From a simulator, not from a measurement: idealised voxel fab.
The process module that follows is named voxel tone inversion.
210 nm wide, 5 nm square cells: that's cross-section cut.
Heads up, the way a cross-section reads in here is a grid of square cells, handed over as bands from the top down, with every band being one or more rows of cells.
What a band's entry tells you: where the top is and where the bottom is, as heights in nm, and after that what lies inside, material by material from left to right, each with its width in nm. Empty space is written as the word "blank", and a single material marked with the word "all across" occupies the band from edge to edge.
Ref level 0: as-received wafer is one material below here. Bottom band extends down with no lower bound ("top 0, no bottom").
Graded width ("30..40"): value in top row of band = first number; value in bottom row = second number; row-to-row change constant.
Key: "nothing was modified" - step with no changed cell in the cross-section.
Closed void table: empty space of 8 cells or more with no open way to the top, each as width x height at its distance from the left edge, in nm
Note: text after step settings on the step line = simulator remark on that step.
Among the settings permitted on a step's line is "overlay nm"; applied to a step with a mask, it specifies the extent to which the mask lay to the right of its planned position, whereas a negative figure signifies a position to the left.
If you're wondering how to read the rest of this, here's the deal. It's pairs of cross-sections: one from before a process step, one from after it. The after one is only drawn as far down as the lowest band that changed. Right under each pair you'll see which step sits between them and what its settings were. Don't read the pairs as one continuous story, though. They can come from different runs of this module on the same starting wafer, and a pair only carries on from the one above it where its entry headed "Before this step" says so.
# Before this step
    top 0, no bottom = Si all across
    Closed void table: none
# Cross-Section Thereafter
    top 10, bottom 0 = SiCN all across
    No changes below 0.
    Closed void table: none
Between before and after, shown above: CONFORMAL_DEP with material SiCN, thk nm 10
Before this step: the after view from the pair directly above serves as the before view here.
# Cross-Section Thereafter
    top 25, bottom 10 = aC all across
    No changes below 10.
    Closed void table: none
Between before and after, shown above: DIRECTIONAL_DEP with material aC, thk nm 15
Before this step: the after view from the pair directly above serves as the before view here.
# Cross-Section Thereafter
    top 50, bottom 25 = blank (80), resist (15), blank (15), resist (15), blank (85)
    No changes below 25.
    Closed void table: none
Between before and after, shown above: PATTERN with tone cover, mask id POSTS, material resist, width nm 15, pitch nm 30, thk nm 25, overlay nm 0
Before this step: the after view from the pair directly above serves as the before view here.
# Cross-Section Thereafter
    top 35, bottom 25 = blank (80), resist (15), blank (15), resist (15), blank (85)
    top 25, bottom 10 = blank (80), aC (15), blank (15), aC (15), blank (85)
    No changes below 10.
    Closed void table: none
Between before and after, shown above: DIRECTIONAL_ETCH with etch materials aC, depth nm 15
Before this step: the after view from the pair directly above serves as the before view here.
# Cross-Section Thereafter
    top 25, bottom 10 = blank (80), aC (15), blank (15), aC (15), blank (85)
    No changes below 10.
    Closed void table: none
Between before and after, shown above: STRIP with etch materials resist
Before this step: the after view from the pair directly above serves as the before view here.
# Cross-Section Thereafter
    top 35, bottom 25 = lowk all across
    top 25, bottom 10 = lowk (80), aC (15), lowk (15), aC (15), lowk (85)
    No changes below 10.
    Closed void table: none
Between before and after, shown above: FILL_DEP with material lowk, thk nm 10
Before this step: the after view from the pair directly above serves as the before view here.
# Cross-Section Thereafter
    top 25, bottom 10 = lowk (80), aC (15), lowk (15), aC (15), lowk (85)
    No changes below 10.
    Closed void table: none
Between before and after, shown above: CMP with height nm 25
Before this step: the after view from the pair directly above serves as the before view here.
# Cross-Section Thereafter
    top 25, bottom 10 = lowk (80), blank (15), lowk (15), blank (15), lowk (85)
    No changes below 10.
    Closed void table: none
Between before and after, shown above: STRIP with etch materials aC
# Before this step
    top 0, no bottom = Si all across
    Closed void table: none
# Cross-Section Thereafter
    top 15, bottom 0 = aC all across
    No changes below 0.
    Closed void table: none
Between before and after, shown above: DIRECTIONAL_DEP with material aC, thk nm 15
Before this step: the after view from the pair directly above serves as the before view here.
# Cross-Section Thereafter
    top 40, bottom 15 = blank (80), resist (15), blank (15), resist (15), blank (85)
    No changes below 15.
    Closed void table: none
Between before and after, shown above: PATTERN with tone cover, mask id POSTS, material resist, width nm 15, pitch nm 30, thk nm 25, overlay nm 0
Before this step: the after view from the pair directly above serves as the before view here.
# Cross-Section Thereafter
    top 25, bottom 15 = blank (80), resist (15), blank (15), resist (15), blank (85)
    top 15, bottom 0 = blank (80), aC (15), blank (15), aC (15), blank (85)
    No changes below 0.
    Closed void table: none
Between before and after, shown above: DIRECTIONAL_ETCH with etch materials aC, depth nm 15
Before this step: the after view from the pair directly above serves as the before view here.
# Cross-Section Thereafter
    top 15, bottom 0 = blank (80), aC (15), blank (15), aC (15), blank (85)
    No changes below 0.
    Closed void table: none
Between before and after, shown above: STRIP with etch materials resist
Before this step: the after view from the pair directly above serves as the before view here.
# Cross-Section Thereafter
    top 25, bottom 15 = lowk all across
    top 15, bottom 0 = lowk (80), aC (15), lowk (15), aC (15), lowk (85)
    No changes below 0.
    Closed void table: none
Between before and after, shown above: FILL_DEP with material lowk, thk nm 10
# Before this step
    top 35, bottom 25 = lowk all across
    top 25, bottom 10 = lowk (80), aC (15), lowk (15), aC (15), lowk (85)
    top 10, bottom 0 = SiCN all across
    top 0, no bottom = Si all across
    Closed void table: none
# Cross-Section Thereafter
    top 45, bottom 25 = lowk all across
    No changes below 25.
    Closed void table: none
Between before and after, shown above: FILL_DEP with material lowk, thk nm 10
Before this step: the after view from the pair directly above serves as the before view here.
# Cross-Section Thereafter
    top 25, bottom 10 = lowk (80), aC (15), lowk (15), aC (15), lowk (85)
    No changes below 10.
    Closed void table: none
Between before and after, shown above: CMP with height nm 25
# Before this step
    top 15, bottom 0 = aC all across
    top 0, no bottom = Si all across
    Closed void table: none
# Cross-Section Thereafter
    top 25, bottom 15 = SiCN all across
    No changes below 15.
    Closed void table: none
Between before and after, shown above: CONFORMAL_DEP with material SiCN, thk nm 10
Before this step: the after view from the pair directly above serves as the before view here.
# Cross-Section Thereafter
    top 50, bottom 25 = blank (80), resist (15), blank (15), resist (15), blank (85)
    No changes below 25.
    Closed void table: none
Between before and after, shown above: PATTERN with tone cover, mask id POSTS, material resist, width nm 15, pitch nm 30, thk nm 25, overlay nm 0
Before this step: the after view from the pair directly above serves as the before view here.
# Cross-Section Thereafter
    top 35, bottom 25 = blank (80), resist (15), blank (15), resist (15), blank (85)
    No changes below 25.
    Closed void table: none
Between before and after, shown above: DIRECTIONAL_ETCH with etch materials aC, depth nm 15
Before this step: the after view from the pair directly above serves as the before view here.
# Cross-Section Thereafter
    top 25, bottom 15 = SiCN all across
    No changes below 15.
    Closed void table: none
Between before and after, shown above: STRIP with etch materials resist
Before this step: the after view from the pair directly above serves as the before view here.
# Cross-Section Thereafter
    top 35, bottom 25 = lowk all across
    No changes below 25.
    Closed void table: none
Between before and after, shown above: FILL_DEP with material lowk, thk nm 10
Before this step: the after view from the pair directly above serves as the before view here.
# Cross-Section Thereafter
    top 25, bottom 15 = SiCN all across
    No changes below 15.
    Closed void table: none
Between before and after, shown above: CMP with height nm 25
# Before this step
    top 10, bottom 0 = SiCN all across
    top 0, no bottom = Si all across
    Closed void table: none
# Cross-Section Thereafter
    top 15, bottom 10 = aC all across
    No changes below 10.
    Closed void table: none
Between before and after, shown above: DIRECTIONAL_DEP with material aC, thk nm 5
Before this step: the after view from the pair directly above serves as the before view here.
# Cross-Section Thereafter
    top 40, bottom 15 = blank (80), resist (15), blank (15), resist (15), blank (85)
    No changes below 15.
    Closed void table: none
Between before and after, shown above: PATTERN with tone cover, mask id POSTS, material resist, width nm 15, pitch nm 30, thk nm 25, overlay nm 0
Before this step: the after view from the pair directly above serves as the before view here.
# Cross-Section Thereafter
    top 25, bottom 15 = blank (80), resist (15), blank (15), resist (15), blank (85)
    top 15, bottom 10 = blank (80), aC (15), blank (15), aC (15), blank (85)
    No changes below 10.
    Closed void table: none
Between before and after, shown above: DIRECTIONAL_ETCH with etch materials aC, depth nm 15
Before this step: the after view from the pair directly above serves as the before view here.
# Cross-Section Thereafter
    top 15, bottom 10 = blank (80), aC (15), blank (15), aC (15), blank (85)
    No changes below 10.
    Closed void table: none
Between before and after, shown above: STRIP with etch materials resist
Before this step: the after view from the pair directly above serves as the before view here.
# Cross-Section Thereafter
    top 25, bottom 15 = lowk all across
    top 15, bottom 10 = lowk (80), aC (15), lowk (15), aC (15), lowk (85)
    No changes below 10.
    Closed void table: none
Between before and after, shown above: FILL_DEP with material lowk, thk nm 10
# Before this step
    top 25, bottom 10 = aC all across
    top 10, bottom 0 = SiCN all across
    top 0, no bottom = Si all across
    Closed void table: none
# Cross-Section Thereafter
    top 50, bottom 25 = blank (70), resist (15), blank (15), resist (15), blank (95)
    No changes below 25.
    Closed void table: none
Between before and after, shown above: PATTERN with tone cover, mask id POSTS, material resist, width nm 15, pitch nm 30, thk nm 25, overlay nm -10
Before this step: the after view from the pair directly above serves as the before view here.
# Cross-Section Thereafter
    top 35, bottom 25 = blank (70), resist (15), blank (15), resist (15), blank (95)
    top 25, bottom 10 = blank (70), aC (15), blank (15), aC (15), blank (95)
    No changes below 10.
    Closed void table: none
Between before and after, shown above: DIRECTIONAL_ETCH with etch materials aC, depth nm 15
Before this step: the after view from the pair directly above serves as the before view here.
# Cross-Section Thereafter
    top 25, bottom 10 = blank (70), aC (15), blank (15), aC (15), blank (95)
    No changes below 10.
    Closed void table: none
Between before and after, shown above: STRIP with etch materials resist
Before this step: the after view from the pair directly above serves as the before view here.
# Cross-Section Thereafter
    top 35, bottom 25 = lowk all across
    top 25, bottom 10 = lowk (70), aC (15), lowk (15), aC (15), lowk (95)
    No changes below 10.
    Closed void table: none
Between before and after, shown above: FILL_DEP with material lowk, thk nm 10
Before this step: the after view from the pair directly above serves as the before view here.
# Cross-Section Thereafter
    top 25, bottom 10 = lowk (70), aC (15), lowk (15), aC (15), lowk (95)
    No changes below 10.
    Closed void table: none
Between before and after, shown above: CMP with height nm 25
Before this step: the after view from the pair directly above serves as the before view here.
# Cross-Section Thereafter
    top 25, bottom 10 = lowk (70), blank (15), lowk (15), blank (15), lowk (95)
    No changes below 10.
    Closed void table: none
Between before and after, shown above: STRIP with etch materials aC
# Before this step
    top 10, bottom 0 = SiCN all across
    top 0, no bottom = Si all across
    Closed void table: none
# Cross-Section Thereafter
    top 25, bottom 10 = lowk all across
    No changes below 10.
    Closed void table: none
Between before and after, shown above: DIRECTIONAL_DEP with material lowk, thk nm 15
Before this step: the after view from the pair directly above serves as the before view here.
# Cross-Section Thereafter
    top 50, bottom 25 = blank (80), resist (15), blank (15), resist (15), blank (85)
    No changes below 25.
    Closed void table: none
Between before and after, shown above: PATTERN with tone cover, mask id POSTS, material resist, width nm 15, pitch nm 30, thk nm 25, overlay nm 0
Before this step: the after view from the pair directly above serves as the before view here.
# Cross-Section Thereafter
    top 35, bottom 25 = blank (80), resist (15), blank (15), resist (15), blank (85)
    No changes below 25.
    Closed void table: none
Between before and after, shown above: DIRECTIONAL_ETCH with etch materials aC, depth nm 15
Before this step: the after view from the pair directly above serves as the before view here.
# Cross-Section Thereafter
    top 25, bottom 10 = lowk all across
    No changes below 10.
    Closed void table: none
Between before and after, shown above: STRIP with etch materials resist
Before this step: the after view from the pair directly above serves as the before view here.
# Cross-Section Thereafter
    top 35, bottom 10 = lowk all across
    No changes below 10.
    Closed void table: none
Between before and after, shown above: FILL_DEP with material lowk, thk nm 10
Before this step: the after view from the pair directly above serves as the before view here.
# Cross-Section Thereafter
    top 25, bottom 10 = lowk all across
    No changes below 10.
    Closed void table: none
Between before and after, shown above: CMP with height nm 25
# Before this step
    top 25, bottom 10 = aC all across
    top 10, bottom 0 = SiCN all across
    top 0, no bottom = Si all across
    Closed void table: none
# Cross-Section Thereafter
    top 50, bottom 25 = resist (80), blank (15), resist (15), blank (15), resist (85)
    No changes below 25.
    Closed void table: none
Between before and after, shown above: PATTERN with tone open, mask id POSTS, material resist, width nm 15, pitch nm 30, thk nm 25, overlay nm 0
Before this step: the after view from the pair directly above serves as the before view here.
# Cross-Section Thereafter
    top 35, bottom 25 = resist (80), blank (15), resist (15), blank (15), resist (85)
    top 25, bottom 10 = aC (80), blank (15), aC (15), blank (15), aC (85)
    No changes below 10.
    Closed void table: none
Between before and after, shown above: DIRECTIONAL_ETCH with etch materials aC, depth nm 15
Before this step: the after view from the pair directly above serves as the before view here.
# Cross-Section Thereafter
    top 25, bottom 10 = aC (80), blank (15), aC (15), blank (15), aC (85)
    No changes below 10.
    Closed void table: none
Between before and after, shown above: STRIP with etch materials resist
Before this step: the after view from the pair directly above serves as the before view here.
# Cross-Section Thereafter
    top 35, bottom 25 = lowk all across
    top 25, bottom 10 = aC (80), lowk (15), aC (15), lowk (15), aC (85)
    No changes below 10.
    Closed void table: none
Between before and after, shown above: FILL_DEP with material lowk, thk nm 10
Before this step: the after view from the pair directly above serves as the before view here.
# Cross-Section Thereafter
    top 25, bottom 10 = aC (80), lowk (15), aC (15), lowk (15), aC (85)
    No changes below 10.
    Closed void table: none
Between before and after, shown above: CMP with height nm 25
Before this step: the after view from the pair directly above serves as the before view here.
# Cross-Section Thereafter
    top 25, bottom 10 = blank (80), lowk (15), blank (15), lowk (15), blank (85)
    No changes below 10.
    Closed void table: none
Between before and after, shown above: STRIP with etch materials aC
